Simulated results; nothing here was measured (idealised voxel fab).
Process module heading - voxel ribs on slabs
Shown is cross-section cut, with a width of 155 nm and square cells of size 5 nm.
This document writes a cross-section as a grid whose cells are square, and gives it as bands, listed from the top down; one or more rows of cells form a band. Band: top height; bottom height; in nm. Then, left to right: material with width in nm, for each material. "throughout": a single material spanning edge to edge. "blank": empty space. Note: height 0 marks the level under which the wafer is uniformly one material as received. Lowest band unbounded below, written "from 0 down". You'd read "30->40" like this: the band's top row of cells is as wide as the first number, its bottom row is as wide as the second, and going down, every row changes width by the same amount as the row before did. Step note "stayed the same" = no cross-section cell changed. Reported under the label "Catalogued sealed voids" are the empty spaces having no open way to the top and comprising 8 cells or more; the notation for each is width x height at distance, in which the distance is measured from the left edge and all three values are in nm. after a step's settings: what the simulator itself notes on the step. If you see "overlay nm" on a step's line and that step has a mask, it's telling you how far right of where it was planned the mask ended up; a negative number means it went left instead.

# Planned process steps
| 1 | RECEIVE,material Si |
| 2 | DIRECTIONAL_DEP,material SiO2,thk nm 30 |
| 3 | DIRECTIONAL_DEP,material SiN,thk nm 25 |
| 4 | PATTERN,tone cover,mask id RIB,material resist,width nm 20,thk nm 15,overlay nm 0 |
| 5 | DIRECTIONAL_ETCH,etch materials SiN,depth nm 20 |
| 6 | STRIP,etch materials resist |
| 7 | MASKED_ETCH,tone cover,mask id SLAB,width nm 50,etch materials SiN,depth nm 5,overlay nm 0 |
| 8 | FILL_DEP,material SiO2,thk nm 20 |
| 9 | CMP,height nm 70 |
| 10 | DIRECTIONAL_DEP,material W,thk nm 10 |
| 11 | DIRECTIONAL_DEP,material aC,thk nm 15 |
| 12 | PATTERN,tone cover,mask id HEATER,material resist,width nm 30,thk nm 30,overlay nm 0 |
| 13 | DIRECTIONAL_ETCH,etch materials aC,depth nm 15 |
| 14 | STRIP,etch materials resist |
| 15 | DIRECTIONAL_ETCH,etch materials W,depth nm 10 |
| 16 | STRIP,etch materials aC |
| 17 | CONFORMAL_DEP,material SiN,thk nm 5 |

# The first of the two wafers, which ran as planned

# Here's what the wafer looked like in cross-section when it arrived - that's after step 1
from 0 down  Si throughout
Catalogued sealed voids: none

# Wafer section view after processing step 2
from 30 to 0  SiO2 throughout
Below 0, the layers are the same as they were.

# Wafer section view after processing step 3
from 55 to 30  SiN throughout
Below 30, the layers are the same as they were.

# Wafer section view after processing step 4
from 70 to 55  65 of blank  20 of resist  70 of blank
Below 55, the layers are the same as they were.

# Wafer section view after processing step 5
from 70 to 55  65 of blank  20 of resist  70 of blank
from 55 to 35  65 of blank  20 of SiN  70 of blank
Below 35, the layers are the same as they were.

# Wafer section view after processing step 6
from 55 to 35  65 of blank  20 of SiN  70 of blank
Below 35, the layers are the same as they were.

# Wafer section view after processing step 7
from 55 to 35  65 of blank  20 of SiN  70 of blank
from 35 to 30  50 of blank  50 of SiN  55 of blank
Below 30, the layers are the same as they were.

# Wafer section view after processing step 8
from 75 to 55  SiO2 throughout
from 55 to 35  65 of SiO2  20 of SiN  70 of SiO2
from 35 to 30  50 of SiO2  50 of SiN  55 of SiO2
Below 30, the layers are the same as they were.

# Wafer section view after processing step 9
from 70 to 55  SiO2 throughout
Below 55, the layers are the same as they were.

# Wafer section view after processing step 10
from 80 to 70  W throughout
Below 70, the layers are the same as they were.

# Wafer section view after processing step 11
from 95 to 80  aC throughout
Below 80, the layers are the same as they were.

# Wafer section view after processing step 12
from 125 to 95  60 of blank  30 of resist  65 of blank
Below 95, the layers are the same as they were.

# Wafer section view after processing step 13
from 110 to 95  60 of blank  30 of resist  65 of blank
from 95 to 80  60 of blank  30 of aC  65 of blank
Below 80, the layers are the same as they were.

# Wafer section view after processing step 14
from 95 to 80  60 of blank  30 of aC  65 of blank
Below 80, the layers are the same as they were.

# Wafer section view after processing step 15
from 95 to 80  60 of blank  30 of aC  65 of blank
from 80 to 70  60 of blank  30 of W  65 of blank
Below 70, the layers are the same as they were.

# Wafer section view after processing step 16
from 80 to 70  60 of blank  30 of W  65 of blank
Below 70, the layers are the same as they were.

# Wafer section view after processing step 17
from 85 to 80  55 of blank  40 of SiN  60 of blank
from 80 to 75  55 of blank  5 of SiN  30 of W  5 of SiN  60 of blank
from 75 to 70  60 of SiN  30 of W  65 of SiN
Below 70, the layers are the same as they were.

# Second wafer: same start and same plan as the first, one execution error; identical to the first through step 1

# Planned end of step 2: second wafer, cross-section
from 60 to 0  SiO2 throughout
Below 0, the layers are the same as they were.

# Planned end of step 3: second wafer, cross-section
from 85 to 60  SiN throughout
Below 60, the layers are the same as they were.

# Planned end of step 4: second wafer, cross-section
from 100 to 85  65 of blank  20 of resist  70 of blank
Below 85, the layers are the same as they were.

# Planned end of step 5: second wafer, cross-section
from 100 to 85  65 of blank  20 of resist  70 of blank
from 85 to 65  65 of blank  20 of SiN  70 of blank
Below 65, the layers are the same as they were.

# Planned end of step 6: second wafer, cross-section
from 85 to 65  65 of blank  20 of SiN  70 of blank
Below 65, the layers are the same as they were.

# Planned end of step 7: second wafer, cross-section
from 85 to 65  65 of blank  20 of SiN  70 of blank
from 65 to 60  50 of blank  50 of SiN  55 of blank
Below 60, the layers are the same as they were.

# Planned end of step 8: second wafer, cross-section
from 105 to 85  SiO2 throughout
from 85 to 65  65 of SiO2  20 of SiN  70 of SiO2
from 65 to 60  50 of SiO2  50 of SiN  55 of SiO2
Below 60, the layers are the same as they were.

# Planned end of step 9: second wafer, cross-section
from 70 to 60  65->50 of SiO2  20->50 of SiN  70->55 of SiO2
Below 60, the layers are the same as they were.

# Planned end of step 10: second wafer, cross-section
from 80 to 70  W throughout
Below 70, the layers are the same as they were.

# Planned end of step 11: second wafer, cross-section
from 95 to 80  aC throughout
Below 80, the layers are the same as they were.

# Planned end of step 12: second wafer, cross-section
from 125 to 95  60 of blank  30 of resist  65 of blank
Below 95, the layers are the same as they were.

# Planned end of step 13: second wafer, cross-section
from 110 to 95  60 of blank  30 of resist  65 of blank
from 95 to 80  60 of blank  30 of aC  65 of blank
Below 80, the layers are the same as they were.

# Planned end of step 14: second wafer, cross-section
from 95 to 80  60 of blank  30 of aC  65 of blank
Below 80, the layers are the same as they were.

# Planned end of step 15: second wafer, cross-section
from 95 to 80  60 of blank  30 of aC  65 of blank
from 80 to 70  60 of blank  30 of W  65 of blank
Below 70, the layers are the same as they were.

# Planned end of step 16: second wafer, cross-section
from 80 to 70  60 of blank  30 of W  65 of blank
Below 70, the layers are the same as they were.

# Planned end of step 17: second wafer, cross-section
from 85 to 80  55 of blank  40 of SiN  60 of blank
from 80 to 75  55 of blank  5 of SiN  30 of W  5 of SiN  60 of blank
from 75 to 70  60 of SiN  30 of W  65 of SiN
Below 70, the layers are the same as they were.
In executing the process, a mistake was made relative to the plan: step 2 of the plan saw execution twice
at the end the second wafer has, in cells: SiN: 12 fewer, SiO2: 12 more
